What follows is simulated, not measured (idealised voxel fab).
Process module name: voxel wiring stack
Section shown: cut. Width: 165 nm. Cell size: 5 nm, square.
Each cross-section below is a grid of square cells, stated as bands in top-down order, with one or more rows of cells making up each band. Each band's line starts with the height of the band's top and of its bottom, in nm. Then come its materials from left to right, each with its width in nm. One material with "throughout" fills the band from edge to edge. "blank" is empty space. Beneath 0, the wafer as received is one material, and that level is where height counting begins. The lowest band goes on downward without a bottom; it is written like "0..down". Quick explanation for "30..40": the width changes in equal steps down the rows of cells, from the first number in the band's top row to the second number in its bottom row. You'll sometimes find "stayed the same" written for a step, and that's the way of saying that nowhere in the cross-section did a cell change during that step. So "Closed void entries" is basically the list of trapped voids: any empty space of 8 cells or more that can't reach the top through an opening. They're written width x height at distance, the distance being from the left edge, and it's all nm. Anything after a step's settings on that line? It's the simulator's own note about the step. overlay nm: for a step with a mask, the amount by which the mask lay right of where it was planned; a negative amount means left of it.
List of planned process steps:
- 1: RECEIVE | material Si
- 2: CONFORMAL_DEP | material SiO2 | thk nm 15
- 3: DIRECTIONAL_DEP | material TiN | thk nm 5
- 4: DIRECTIONAL_DEP | material Ru | thk nm 15
- 5: MASKED_ETCH | tone cover | mask id METAL_1 | width nm 25 | pitch nm 50 | etch materials Ru | depth nm 15 | overlay nm 0
- 6: MASKED_ETCH | tone cover | mask id METAL_1 | width nm 25 | pitch nm 50 | etch materials TiN | depth nm 5 | overlay nm 0
- 7: CONFORMAL_DEP | material SiCN | thk nm 5
- 8: FILL_DEP | material SiO2 | thk nm 10
- 9: CMP | height nm 35
- 10: CONFORMAL_DEP | material SiCN | thk nm 5
- 11: DIRECTIONAL_DEP | material SiO2 | thk nm 30
- 12: MASKED_ETCH | tone open | mask id METAL_2 | width nm 25 | pitch nm 50 | etch materials SiO2 | depth nm 15 | overlay nm 0
- 13: MASKED_ETCH | tone open | mask id METAL_2_HOLES | width nm 15 | etch materials SiO2 | depth nm 15 | overlay nm 0
- 14: MASKED_ETCH | tone open | mask id METAL_2_HOLES | width nm 15 | etch materials SiCN | depth nm 5 | overlay nm 0
- 15: CONFORMAL_DEP | material TiN | thk nm 5
- 16: FILL_DEP | material Cu | thk nm 5
- 17: CMP | height nm 70
- 18: CONFORMAL_DEP | material SiCN | thk nm 5
First wafer of two (run as planned):
As received (post step 1): cross-section:
    0..down | Si throughout
    Closed void entries: none
Cross-section of the wafer after step 2:
    15..0 | SiO2 throughout
    Below a height of 0, the structure has not been altered.
Cross-section of the wafer after step 3:
    20..15 | TiN throughout
    Below a height of 15, the structure has not been altered.
Cross-section of the wafer after step 4:
    35..20 | Ru throughout
    Below a height of 20, the structure has not been altered.
Cross-section of the wafer after step 5:
    35..20 | blank (45) | Ru (25) | blank (25) | Ru (25) | blank (45)
    Below a height of 20, the structure has not been altered.
Cross-section of the wafer after step 6:
    35..20 | blank (45) | Ru (25) | blank (25) | Ru (25) | blank (45)
    20..15 | blank (45) | TiN (25) | blank (25) | TiN (25) | blank (45)
    Below a height of 15, the structure has not been altered.
Cross-section of the wafer after step 7:
    40..35 | blank (40) | SiCN (35) | blank (15) | SiCN (35) | blank (40)
    35..20 | blank (40) | SiCN (5) | Ru (25) | SiCN (5) | blank (15) | SiCN (5) | Ru (25) | SiCN (5) | blank (40)
    20..15 | SiCN (45) | TiN (25) | SiCN (25) | TiN (25) | SiCN (45)
    Below a height of 15, the structure has not been altered.
Cross-section of the wafer after step 8:
    50..40 | SiO2 throughout
    40..35 | SiO2 (40) | SiCN (35) | SiO2 (15) | SiCN (35) | SiO2 (40)
    35..20 | SiO2 (40) | SiCN (5) | Ru (25) | SiCN (5) | SiO2 (15) | SiCN (5) | Ru (25) | SiCN (5) | SiO2 (40)
    Below a height of 20, the structure has not been altered.
Cross-section of the wafer after step 9:
    35..20 | SiO2 (40) | SiCN (5) | Ru (25) | SiCN (5) | SiO2 (15) | SiCN (5) | Ru (25) | SiCN (5) | SiO2 (40)
    Below a height of 20, the structure has not been altered.
Cross-section of the wafer after step 10:
    40..35 | SiCN throughout
    Below a height of 35, the structure has not been altered.
Cross-section of the wafer after step 11:
    70..40 | SiO2 throughout
    Below a height of 40, the structure has not been altered.
Cross-section of the wafer after step 12:
    70..55 | SiO2 (45) | blank (25) | SiO2 (25) | blank (25) | SiO2 (45)
    Below a height of 55, the structure has not been altered.
Cross-section of the wafer after step 13:
    70..55 | SiO2 (45) | blank (25) | SiO2 (25) | blank (25) | SiO2 (45)
    55..40 | SiO2 (45) | blank (15) | SiO2 (105)
    Below a height of 40, the structure has not been altered.
Cross-section of the wafer after step 14:
    70..55 | SiO2 (45) | blank (25) | SiO2 (25) | blank (25) | SiO2 (45)
    55..40 | SiO2 (45) | blank (15) | SiO2 (105)
    40..35 | SiCN (45) | blank (15) | SiCN (105)
    Below a height of 35, the structure has not been altered.
Cross-section of the wafer after step 15:
    75..70 | TiN (50) | blank (15) | TiN (35) | blank (15) | TiN (50)
    70..60 | SiO2 (45) | TiN (5) | blank (15) | TiN (5) | SiO2 (25) | TiN (5) | blank (15) | TiN (5) | SiO2 (45)
    60..55 | SiO2 (45) | TiN (5) | blank (5) | TiN (15) | SiO2 (25) | TiN (25) | SiO2 (45)
    55..40 | SiO2 (45) | TiN (5) | blank (5) | TiN (5) | SiO2 (105)
    40..35 | SiCN (45) | TiN (15) | SiCN (105)
    Below a height of 35, the structure has not been altered.
Cross-section of the wafer after step 16:
    80..75 | Cu throughout
    75..70 | TiN (50) | Cu (15) | TiN (35) | Cu (15) | TiN (50)
    70..60 | SiO2 (45) | TiN (5) | Cu (15) | TiN (5) | SiO2 (25) | TiN (5) | Cu (15) | TiN (5) | SiO2 (45)
    60..55 | SiO2 (45) | TiN (5) | Cu (5) | TiN (15) | SiO2 (25) | TiN (25) | SiO2 (45)
    55..40 | SiO2 (45) | TiN (5) | Cu (5) | TiN (5) | SiO2 (105)
    Below a height of 40, the structure has not been altered.
Cross-section of the wafer after step 17:
    70..60 | SiO2 (45) | TiN (5) | Cu (15) | TiN (5) | SiO2 (25) | TiN (5) | Cu (15) | TiN (5) | SiO2 (45)
    Below a height of 60, the structure has not been altered.
Cross-section of the wafer after step 18:
    75..70 | SiCN throughout
    Below a height of 70, the structure has not been altered.
Second Wafer (Identical Start and Plan, One Processing Error; Matches First Wafer Through Step 1):
What the second wafer looks like in cross-section when step 2 should have wrapped up:
    30..0 | SiO2 throughout
    Below a height of 0, the structure has not been altered.
What the second wafer looks like in cross-section when step 3 should have wrapped up:
    35..30 | TiN throughout
    Below a height of 30, the structure has not been altered.
What the second wafer looks like in cross-section when step 4 should have wrapped up:
    50..35 | Ru throughout
    Below a height of 35, the structure has not been altered.
What the second wafer looks like in cross-section when step 5 should have wrapped up:
    50..35 | blank (45) | Ru (25) | blank (25) | Ru (25) | blank (45)
    Below a height of 35, the structure has not been altered.
What the second wafer looks like in cross-section when step 6 should have wrapped up:
    50..35 | blank (45) | Ru (25) | blank (25) | Ru (25) | blank (45)
    35..30 | blank (45) | TiN (25) | blank (25) | TiN (25) | blank (45)
    Below a height of 30, the structure has not been altered.
What the second wafer looks like in cross-section when step 7 should have wrapped up:
    55..50 | blank (40) | SiCN (35) | blank (15) | SiCN (35) | blank (40)
    50..35 | blank (40) | SiCN (5) | Ru (25) | SiCN (5) | blank (15) | SiCN (5) | Ru (25) | SiCN (5) | blank (40)
    35..30 | SiCN (45) | TiN (25) | SiCN (25) | TiN (25) | SiCN (45)
    Below a height of 30, the structure has not been altered.
What the second wafer looks like in cross-section when step 8 should have wrapped up:
    65..55 | SiO2 throughout
    55..50 | SiO2 (40) | SiCN (35) | SiO2 (15) | SiCN (35) | SiO2 (40)
    50..35 | SiO2 (40) | SiCN (5) | Ru (25) | SiCN (5) | SiO2 (15) | SiCN (5) | Ru (25) | SiCN (5) | SiO2 (40)
    Below a height of 35, the structure has not been altered.
What the second wafer looks like in cross-section when step 9 should have wrapped up:
    35..30 | SiCN (45) | TiN (25) | SiCN (25) | TiN (25) | SiCN (45)
    Below a height of 30, the structure has not been altered.
What the second wafer looks like in cross-section when step 10 should have wrapped up:
    40..35 | SiCN throughout
    Below a height of 35, the structure has not been altered.
What the second wafer looks like in cross-section when step 11 should have wrapped up:
    70..40 | SiO2 throughout
    Below a height of 40, the structure has not been altered.
What the second wafer looks like in cross-section when step 12 should have wrapped up:
    70..55 | SiO2 (45) | blank (25) | SiO2 (25) | blank (25) | SiO2 (45)
    Below a height of 55, the structure has not been altered.
What the second wafer looks like in cross-section when step 13 should have wrapped up:
    70..55 | SiO2 (45) | blank (25) | SiO2 (25) | blank (25) | SiO2 (45)
    55..40 | SiO2 (45) | blank (15) | SiO2 (105)
    Below a height of 40, the structure has not been altered.
What the second wafer looks like in cross-section when step 14 should have wrapped up:
    70..55 | SiO2 (45) | blank (25) | SiO2 (25) | blank (25) | SiO2 (45)
    55..40 | SiO2 (45) | blank (15) | SiO2 (105)
    40..35 | SiCN (45) | blank (15) | SiCN (105)
    Below a height of 35, the structure has not been altered.
What the second wafer looks like in cross-section when step 15 should have wrapped up:
    75..70 | TiN (50) | blank (15) | TiN (35) | blank (15) | TiN (50)
    70..60 | SiO2 (45) | TiN (5) | blank (15) | TiN (5) | SiO2 (25) | TiN (5) | blank (15) | TiN (5) | SiO2 (45)
    60..55 | SiO2 (45) | TiN (5) | blank (5) | TiN (15) | SiO2 (25) | TiN (25) | SiO2 (45)
    55..40 | SiO2 (45) | TiN (5) | blank (5) | TiN (5) | SiO2 (105)
    40..35 | SiCN (45) | TiN (15) | SiCN (105)
    Below a height of 35, the structure has not been altered.
What the second wafer looks like in cross-section when step 16 should have wrapped up:
    80..75 | Cu throughout
    75..70 | TiN (50) | Cu (15) | TiN (35) | Cu (15) | TiN (50)
    70..60 | SiO2 (45) | TiN (5) | Cu (15) | TiN (5) | SiO2 (25) | TiN (5) | Cu (15) | TiN (5) | SiO2 (45)
    60..55 | SiO2 (45) | TiN (5) | Cu (5) | TiN (15) | SiO2 (25) | TiN (25) | SiO2 (45)
    55..40 | SiO2 (45) | TiN (5) | Cu (5) | TiN (5) | SiO2 (105)
    Below a height of 40, the structure has not been altered.
What the second wafer looks like in cross-section when step 17 should have wrapped up:
    70..60 | SiO2 (45) | TiN (5) | Cu (15) | TiN (5) | SiO2 (25) | TiN (5) | Cu (15) | TiN (5) | SiO2 (45)
    Below a height of 60, the structure has not been altered.
What the second wafer looks like in cross-section when step 18 should have wrapped up:
    75..70 | SiCN throughout
    Below a height of 70, the structure has not been altered.
The mistake made against the process plan was this: regarding the plan, step 2 was run twice
Materials where the second wafer ends with more or fewer cells than the first: Ru -30 | SiCN -12 | SiO2 +42
